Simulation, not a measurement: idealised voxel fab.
The process module that follows is named voxel transistor to metal.
Square cell edge 5 nm, section width 195 nm, ID cut.
A cross-section is a grid of square cells, given in bands from the top down. A band is one or more rows of cells.
Basically the band line says how high the top is and how high the bottom is, in nm, and then what's in it from left to right, every material with its width in nm. Empty space shows up as "empty", and if a single material carries "full width" it runs the full band edge to edge.
We count height from 0. Below that, the starting wafer is all one material. The lowest band never ends at the bottom but goes on down; see "top 0, no bottom" for how that is written.
Graded width ("30..40"): value in top row of band = first number; value in bottom row = second number; row-to-row change constant.
Take "no modifications" at face value: in the step it is given for, the cross-section changed in none of its cells.
If an empty space has no open way to the top and is at least 8 cells in size, "Trapped cavities" lists it, written width x height at distance, where distance is measured from the left edge and every value is in nm.
The remark found on a step's line after its settings is issued by the simulator itself and pertains to that step.
A step line may carry the setting "overlay nm", which, for steps involving a mask, states the distance by which the mask lay to the right of its intended position; negative values denote displacement to the left.
## The process steps that were planned are listed below
- 1: RECEIVE,material Si
- 2: CONFORMAL_DEP,material SiO2,thk nm 5
- 3: CONFORMAL_DEP,material SiN,thk nm 10
- 4: DIRECTIONAL_DEP,material aC,thk nm 10
- 5: PATTERN,tone cover,mask id ACTIVE,material resist,width nm 115,thk nm 25,overlay nm 0
- 6: DIRECTIONAL_ETCH,etch materials aC,depth nm 10
- 7: STRIP,etch materials resist
- 8: DIRECTIONAL_ETCH,etch materials SiN,depth nm 10
- 9: DIRECTIONAL_ETCH,etch materials SiO2,depth nm 5
- 10: DIRECTIONAL_ETCH,etch materials Si,depth nm 25
- 11: STRIP,etch materials aC
- 12: FILL_DEP,material SiO2,thk nm 5
- 13: CMP,height nm 15
- 14: SELECTIVE_ETCH,etch materials SiO2,depth nm 10
- 15: STRIP,etch materials SiN
- 16: SELECTIVE_ETCH,etch materials SiO2,depth nm 5
- 17: OXIDIZE,depth nm 5
- 18: DIRECTIONAL_DEP,material polySi,thk nm 25
- 19: DIRECTIONAL_DEP,material SiCN,thk nm 15
- 20: MASKED_ETCH,tone cover,mask id GATE,width nm 25,etch materials SiCN,depth nm 25,overlay nm 0
- 21: MASKED_ETCH,tone cover,mask id GATE,width nm 25,etch materials polySi,depth nm 35,overlay nm 0
- 22: CONFORMAL_DEP,material SiO2,thk nm 5
- 23: DIRECTIONAL_ETCH,etch materials SiO2,depth nm 5
- 24: CONFORMAL_DEP,material SiN,thk nm 10
- 25: DIRECTIONAL_ETCH,etch materials SiN,depth nm 10
- 26: DIRECTIONAL_ETCH,etch materials SiO2,depth nm 5
- 27: DIRECTIONAL_ETCH,etch materials Si,depth nm 5
- 28: EPI,material SiGe,thk nm 10
- 29: FILL_DEP,material SiO2,thk nm 5
- 30: CMP,height nm 25
- 31: STRIP,etch materials polySi
- 32: SELECTIVE_ETCH,etch materials SiO2,depth nm 5
- 33: CONFORMAL_DEP,material HfO2,thk nm 5
- 34: CONFORMAL_DEP,material TiN,thk nm 5
- 35: FILL_DEP,material W,thk nm 5
- 36: CMP,height nm 20
- 37: DIRECTIONAL_DEP,material SiO2,thk nm 10
- 38: MASKED_ETCH,tone open,mask id CONTACT,width nm 20,pitch nm 75,etch materials SiO2,depth nm 30,overlay nm 0
- 39: CONFORMAL_DEP,material TiN,thk nm 5
- 40: FILL_DEP,material W,thk nm 5
- 41: CMP,height nm 30
- 42: CONFORMAL_DEP,material SiCN,thk nm 5
- 43: DIRECTIONAL_DEP,material SiO2,thk nm 15
- 44: DIRECTIONAL_DEP,material aC,thk nm 15
- 45: PATTERN,tone open,mask id METAL_1,material resist,width nm 20,pitch nm 75,thk nm 30,overlay nm 0
- 46: DIRECTIONAL_ETCH,etch materials aC,depth nm 15
- 47: STRIP,etch materials resist
- 48: DIRECTIONAL_ETCH,etch materials SiO2,depth nm 15
- 49: DIRECTIONAL_ETCH,etch materials SiCN,depth nm 5
- 50: STRIP,etch materials aC
- 51: CONFORMAL_DEP,material TiN,thk nm 5
- 52: FILL_DEP,material Ru,thk nm 5
- 53: CMP,height nm 50
- 54: CONFORMAL_DEP,material SiN,thk nm 5
## Cross-section of the wafer at receipt, which is the condition after step 1
	top 0, no bottom = Si full width
	Trapped cavities: none
## End-of-module cross-section of the first of two wafers, processed as planned
	top 55, bottom 50 = SiN full width
	top 50, bottom 35 = SiO2 50; TiN 5; Ru 10; TiN 5; SiO2 55; TiN 5; Ru 10; TiN 5; SiO2 50
	top 35, bottom 30 = SiCN 50; TiN 20; SiCN 55; TiN 20; SiCN 50
	top 30, bottom 20 = SiO2 50; TiN 5; W 10; TiN 5; SiO2 55; TiN 5; W 10; TiN 5; SiO2 50
	top 20, bottom 10 = SiO2 50; TiN 5; W 10; TiN 5; SiN 10; HfO2 5; TiN 5; W 15; TiN 5; HfO2 5; SiN 10; TiN 5; W 10; TiN 5; SiO2 50
	top 10, bottom 5 = SiO2 50; TiN 20; SiN 10; HfO2 5; TiN 5; W 15; TiN 5; HfO2 5; SiN 10; TiN 20; SiO2 50
	top 5, bottom 0 = SiO2 50; TiN 10; SiGe 10; SiN 10; HfO2 5; TiN 25; HfO2 5; SiN 10; SiGe 10; TiN 10; SiO2 50
	top 0, bottom -5 = SiO2 35; SiGe 35; SiO2 10; HfO2 35; SiO2 10; SiGe 35; SiO2 35
	top -5, bottom -10 = SiO2 40; SiGe 30; Si 55; SiGe 30; SiO2 40
	top -10, bottom -25 = SiO2 40; Si 115; SiO2 40
	top -25, no bottom = Si full width
	Trapped cavities: none
## This is the second of the two wafers, cross-sectioned at the end of the module; it started exactly like the first and was given the same plan, but it was run with one mistake
	top 55, bottom 50 = SiN full width
	top 50, bottom 35 = SiO2 50; TiN 5; Ru 10; TiN 5; SiO2 55; TiN 5; Ru 10; TiN 5; SiO2 50
	top 35, bottom 30 = SiCN 50; TiN 20; SiCN 55; TiN 20; SiCN 50
	top 30, bottom 20 = SiO2 50; TiN 5; W 10; TiN 5; SiO2 55; TiN 5; W 10; TiN 5; SiO2 50
	top 20, bottom 10 = SiO2 50; TiN 5; W 10; TiN 5; SiN 10; TiN 5; HfO2 5; W 15; HfO2 5; TiN 5; SiN 10; TiN 5; W 10; TiN 5; SiO2 50
	top 10, bottom 5 = SiO2 50; TiN 20; SiN 10; TiN 5; HfO2 5; W 15; HfO2 5; TiN 5; SiN 10; TiN 20; SiO2 50
	top 5, bottom 0 = SiO2 50; TiN 10; SiGe 10; SiN 10; TiN 5; HfO2 25; TiN 5; SiN 10; SiGe 10; TiN 10; SiO2 50
	top 0, bottom -5 = SiO2 35; SiGe 35; SiO2 10; TiN 35; SiO2 10; SiGe 35; SiO2 35
	top -5, bottom -10 = SiO2 40; SiGe 30; Si 55; SiGe 30; SiO2 40
	top -10, bottom -25 = SiO2 40; Si 115; SiO2 40
	top -25, no bottom = Si full width
	Trapped cavities: none
what went wrong: order of steps 33 and 34 inverted relative to the plan
FYI, end of process, the second wafer has more or fewer cells of some materials than the first: 4 fewer of HfO2 | 4 more of TiN
